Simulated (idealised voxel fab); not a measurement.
The process module that follows is named voxel transistor to metal.
FYI the section here is cut, 170 nm wide, cells are 5 nm squares.
For the purposes of this document, a cross-section shall be understood as a grid of square cells, specified as bands listed in top-to-bottom order, each band consisting of one or more rows of cells.
It is stipulated that each band's entry specify, in nanometres, the height of the top of the band and then that of its bottom, followed by the materials of the band in left-to-right sequence, each together with its width in nanometres. A single material marked by the word "everywhere" is understood to fill the band from edge to edge; the word "blank" is understood to denote empty space.
Height datum 0, below which the as-received substrate wafer is one material. Lowest band open at the bottom, running downward: "from 0 down".
The notation "30..40" denotes a width that varies across the rows of cells in the band, beginning at the first number in the top row, finishing at the second number in the bottom row, and changing by an identical amount from each row to the next.
Where the words "no change" appear for a step, the cross-section shows no cell changed by that step; every cell remained as before.
What "Enclosed cavity list" gives you is every empty space of 8 cells or more that is cut off from the top. Each appears as width x height at distance, with the distance taken from the left edge and width, height and distance all in nm.
after a step's settings: what the simulator itself notes on the step
The line of a step may include "overlay nm". On a step with a mask, this value is how far to the right of its planned place the mask lay. A negative value means the mask lay to the left.
Here's what the planned process steps look like
- 1: RECEIVE, material Si
- 2: CONFORMAL_DEP, material SiO2, thk nm 5
- 3: CONFORMAL_DEP, material SiN, thk nm 15
- 4: DIRECTIONAL_DEP, material aC, thk nm 15
- 5: PATTERN, tone cover, mask id ACTIVE, material resist, width nm 125, thk nm 30, overlay nm 0
- 6: DIRECTIONAL_ETCH, etch materials aC, depth nm 15
- 7: STRIP, etch materials resist
- 8: DIRECTIONAL_ETCH, etch materials SiN, depth nm 15
- 9: DIRECTIONAL_ETCH, etch materials SiO2, depth nm 5
- 10: DIRECTIONAL_ETCH, etch materials Si, depth nm 30
- 11: STRIP, etch materials aC
- 12: FILL_DEP, material SiO2, thk nm 5
- 13: CMP, height nm 20
- 14: SELECTIVE_ETCH, etch materials SiO2, depth nm 10
- 15: STRIP, etch materials SiN
- 16: SELECTIVE_ETCH, etch materials SiO2, depth nm 5
- 17: OXIDIZE, depth nm 5
- 18: DIRECTIONAL_DEP, material polySi, thk nm 30
- 19: DIRECTIONAL_DEP, material SiCN, thk nm 10
- 20: PATTERN, tone cover, mask id GATE, material resist, width nm 25, thk nm 20, overlay nm 0
- 21: DIRECTIONAL_ETCH, etch materials SiCN, depth nm 20
- 22: DIRECTIONAL_ETCH, etch materials polySi, depth nm 40
- 23: STRIP, etch materials resist
- 24: CONFORMAL_DEP, material SiO2, thk nm 5
- 25: DIRECTIONAL_ETCH, etch materials SiO2, depth nm 5
- 26: CONFORMAL_DEP, material SiN, thk nm 5
- 27: DIRECTIONAL_ETCH, etch materials SiN, depth nm 5
- 28: DIRECTIONAL_ETCH, etch materials SiO2, depth nm 5
- 29: DIRECTIONAL_ETCH, etch materials Si, depth nm 5
- 30: EPI, material SiGe, thk nm 20
- 31: FILL_DEP, material SiO2, thk nm 5
- 32: CMP, height nm 30
- 33: STRIP, etch materials polySi
- 34: SELECTIVE_ETCH, etch materials SiO2, depth nm 5
- 35: CONFORMAL_DEP, material HfO2, thk nm 5
- 36: CONFORMAL_DEP, material TiN, thk nm 5
- 37: FILL_DEP, material W, thk nm 5
- 38: CMP, height nm 25
- 39: DIRECTIONAL_DEP, material SiO2, thk nm 10
- 40: PATTERN, tone open, mask id CONTACT, material resist, width nm 20, pitch nm 85, thk nm 20, overlay nm 0
- 41: DIRECTIONAL_ETCH, etch materials SiO2, depth nm 20
- 42: STRIP, etch materials resist
- 43: CONFORMAL_DEP, material TiN, thk nm 5
- 44: FILL_DEP, material W, thk nm 10
- 45: CMP, height nm 35
- 46: CONFORMAL_DEP, material SiCN, thk nm 5
- 47: DIRECTIONAL_DEP, material lowk, thk nm 15
- 48: DIRECTIONAL_DEP, material aC, thk nm 10
- 49: PATTERN, tone open, mask id METAL_1, material resist, width nm 20, pitch nm 85, thk nm 30, overlay nm 0
- 50: DIRECTIONAL_ETCH, etch materials aC, depth nm 10
- 51: STRIP, etch materials resist
- 52: DIRECTIONAL_ETCH, etch materials lowk, depth nm 15
- 53: DIRECTIONAL_ETCH, etch materials SiCN, depth nm 5
- 54: STRIP, etch materials aC
- 55: CONFORMAL_DEP, material TiN, thk nm 5
- 56: FILL_DEP, material Cu, thk nm 5
- 57: CMP, height nm 55
- 58: EPI, material Ru, thk nm 5
- 59: FILL_DEP, material SiCN, thk nm 5
- 60: DIRECTIONAL_DEP, material SiO2, thk nm 25
- 61: DIRECTIONAL_DEP, material aC, thk nm 10
- 62: PATTERN, tone open, mask id METAL_2_HOLES, material resist, width nm 15, pitch nm 85, thk nm 30, overlay nm 0
- 63: DIRECTIONAL_ETCH, etch materials aC, depth nm 10
- 64: STRIP, etch materials resist
- 65: DIRECTIONAL_ETCH, etch materials SiO2, depth nm 25
- 66: STRIP, etch materials aC
- 67: PATTERN, tone open, mask id METAL_2, material resist, width nm 20, pitch nm 85, thk nm 15, overlay nm 0
- 68: DIRECTIONAL_ETCH, etch materials SiO2, depth nm 15
- 69: DIRECTIONAL_ETCH, etch materials SiCN, depth nm 5
- 70: STRIP, etch materials resist
- 71: CONFORMAL_DEP, material TiN, thk nm 5
- 72: FILL_DEP, material Cu, thk nm 10
- 73: CMP, height nm 90
- 74: CONFORMAL_DEP, material SiN, thk nm 5
The wafers in this document start out alike and differ in the depth nm applied at step 29; the plan shows the value used for the first wafer.
The first of several wafers, as received after step 1, seen in section
- from 0 down: Si everywhere
- Enclosed cavity list: none
End-of-module cross-section, first of several wafers, after last step 74
- from 95 to 90: SiN everywhere
- from 90 to 80: SiO2 (30) / TiN (5) / Cu (10) / TiN (5) / SiO2 (65) / TiN (5) / Cu (10) / TiN (5) / SiO2 (35)
- from 80 to 75: SiO2 (30) / TiN (5) / Cu (5) / TiN (10) / SiO2 (65) / TiN (5) / Cu (5) / TiN (10) / SiO2 (35)
- from 75 to 65: SiO2 (30) / TiN (5) / Cu (5) / TiN (5) / SiO2 (70) / TiN (5) / Cu (5) / TiN (5) / SiO2 (40)
- from 65 to 60: SiCN (30) / TiN (15) / SiCN (70) / TiN (15) / SiCN (40)
- from 60 to 55: SiCN (25) / Ru (30) / SiCN (55) / Ru (30) / SiCN (30)
- from 55 to 40: lowk (30) / TiN (5) / Cu (10) / TiN (5) / lowk (65) / TiN (5) / Cu (10) / TiN (5) / lowk (35)
- from 40 to 35: SiCN (30) / TiN (20) / SiCN (65) / TiN (20) / SiCN (35)
- from 35 to 25: SiO2 (30) / TiN (5) / W (10) / TiN (5) / SiO2 (65) / TiN (5) / W (10) / TiN (5) / SiO2 (35)
- from 25 to 20: SiO2 (30) / TiN (5) / W (10) / TiN (5) / SiO2 (10) / SiN (5) / HfO2 (5) / TiN (5) / W (15) / TiN (5) / HfO2 (5) / SiN (5) / SiO2 (10) / TiN (5) / W (10) / TiN (5) / SiO2 (35)
- from 20 to 15: SiO2 (30) / TiN (20) / SiO2 (10) / SiN (5) / HfO2 (5) / TiN (5) / W (15) / TiN (5) / HfO2 (5) / SiN (5) / SiO2 (10) / TiN (20) / SiO2 (35)
- from 15 to 5: SiO2 (15) / SiGe (45) / SiN (5) / HfO2 (5) / TiN (5) / W (15) / TiN (5) / HfO2 (5) / SiN (5) / SiGe (45) / SiO2 (20)
- from 5 to 0: SiO2 (15) / SiGe (5) / SiN (5) / SiGe (35) / SiN (5) / HfO2 (5) / TiN (25) / HfO2 (5) / SiN (5) / SiGe (35) / SiN (5) / SiGe (5) / SiO2 (20)
- from 0 to -5: SiO2 (25) / SiGe (35) / SiO2 (5) / HfO2 (35) / SiO2 (5) / SiGe (35) / SiO2 (30)
- from -5 to -10: SiO2 (20) / Si (5) / SiGe (35) / Si (45) / SiGe (35) / Si (5) / SiO2 (25)
- from -10 to -30: SiO2 (20) / Si (125) / SiO2 (25)
- from -30 down: Si everywhere
- Enclosed cavity list: none
Cross-section, module end, final of several wafers
- from 95 to 90: SiN everywhere
- from 90 to 80: SiO2 (30) / TiN (5) / Cu (10) / TiN (5) / SiO2 (65) / TiN (5) / Cu (10) / TiN (5) / SiO2 (35)
- from 80 to 75: SiO2 (30) / TiN (5) / Cu (5) / TiN (10) / SiO2 (65) / TiN (5) / Cu (5) / TiN (10) / SiO2 (35)
- from 75 to 65: SiO2 (30) / TiN (5) / Cu (5) / TiN (5) / SiO2 (70) / TiN (5) / Cu (5) / TiN (5) / SiO2 (40)
- from 65 to 60: SiCN (30) / TiN (15) / SiCN (70) / TiN (15) / SiCN (40)
- from 60 to 55: SiCN (25) / Ru (30) / SiCN (55) / Ru (30) / SiCN (30)
- from 55 to 40: lowk (30) / TiN (5) / Cu (10) / TiN (5) / lowk (65) / TiN (5) / Cu (10) / TiN (5) / lowk (35)
- from 40 to 35: SiCN (30) / TiN (20) / SiCN (65) / TiN (20) / SiCN (35)
- from 35 to 25: SiO2 (30) / TiN (5) / W (10) / TiN (5) / SiO2 (65) / TiN (5) / W (10) / TiN (5) / SiO2 (35)
- from 25 to 20: SiO2 (30) / TiN (5) / W (10) / TiN (5) / SiO2 (10) / SiN (5) / HfO2 (5) / TiN (5) / W (15) / TiN (5) / HfO2 (5) / SiN (5) / SiO2 (10) / TiN (5) / W (10) / TiN (5) / SiO2 (35)
- from 20 to 15: SiO2 (30) / TiN (20) / SiO2 (10) / SiN (5) / HfO2 (5) / TiN (5) / W (15) / TiN (5) / HfO2 (5) / SiN (5) / SiO2 (10) / TiN (20) / SiO2 (35)
- from 15 to 5: SiO2 (15) / SiGe (45) / SiN (5) / HfO2 (5) / TiN (5) / W (15) / TiN (5) / HfO2 (5) / SiN (5) / SiGe (45) / SiO2 (20)
- from 5 to 0: SiO2 (15) / SiGe (5) / SiN (5) / SiGe (35) / SiN (5) / HfO2 (5) / TiN (25) / HfO2 (5) / SiN (5) / SiGe (35) / SiN (5) / SiGe (5) / SiO2 (20)
- from 0 to -5: SiO2 (25) / SiGe (35) / SiO2 (5) / HfO2 (35) / SiO2 (5) / SiGe (35) / SiO2 (30)
- from -5 to -30: SiO2 (20) / Si (5) / SiGe (35) / Si (45) / SiGe (35) / Si (5) / SiO2 (25)
- from -30 to -35: Si (25) / SiGe (35) / Si (45) / SiGe (35) / Si (30)
- from -35 down: Si everywhere
- Enclosed cavity list: none
The rows of the table below are wafers. Looking at the end of the module, a row counts, for every material, the cells the wafer has gained, shown as (+), or lost, shown as (-), since it was received; its closed voids come next
depth nm 5; +26 Cu; +17 HfO2; +12 Ru; -93 Si; +76 SiCN; +80 SiGe; +46 SiN; +299 SiO2; +81 TiN; +24 W; +78 lowk; Enclosed cavity list: none
depth nm 10; +26 Cu; +17 HfO2; +12 Ru; -107 Si; +76 SiCN; +94 SiGe; +46 SiN; +299 SiO2; +81 TiN; +24 W; +78 lowk; Enclosed cavity list: none
depth nm 15; +26 Cu; +17 HfO2; +12 Ru; -121 Si; +76 SiCN; +108 SiGe; +46 SiN; +299 SiO2; +81 TiN; +24 W; +78 lowk; Enclosed cavity list: none
depth nm 20; +26 Cu; +17 HfO2; +12 Ru; -135 Si; +76 SiCN; +122 SiGe; +46 SiN; +299 SiO2; +81 TiN; +24 W; +78 lowk; Enclosed cavity list: none
depth nm 25; +26 Cu; +17 HfO2; +12 Ru; -149 Si; +76 SiCN; +136 SiGe; +46 SiN; +299 SiO2; +81 TiN; +24 W; +78 lowk; Enclosed cavity list: none
depth nm 30; +26 Cu; +17 HfO2; +12 Ru; -163 Si; +76 SiCN; +150 SiGe; +46 SiN; +299 SiO2; +81 TiN; +24 W; +78 lowk; Enclosed cavity list: none
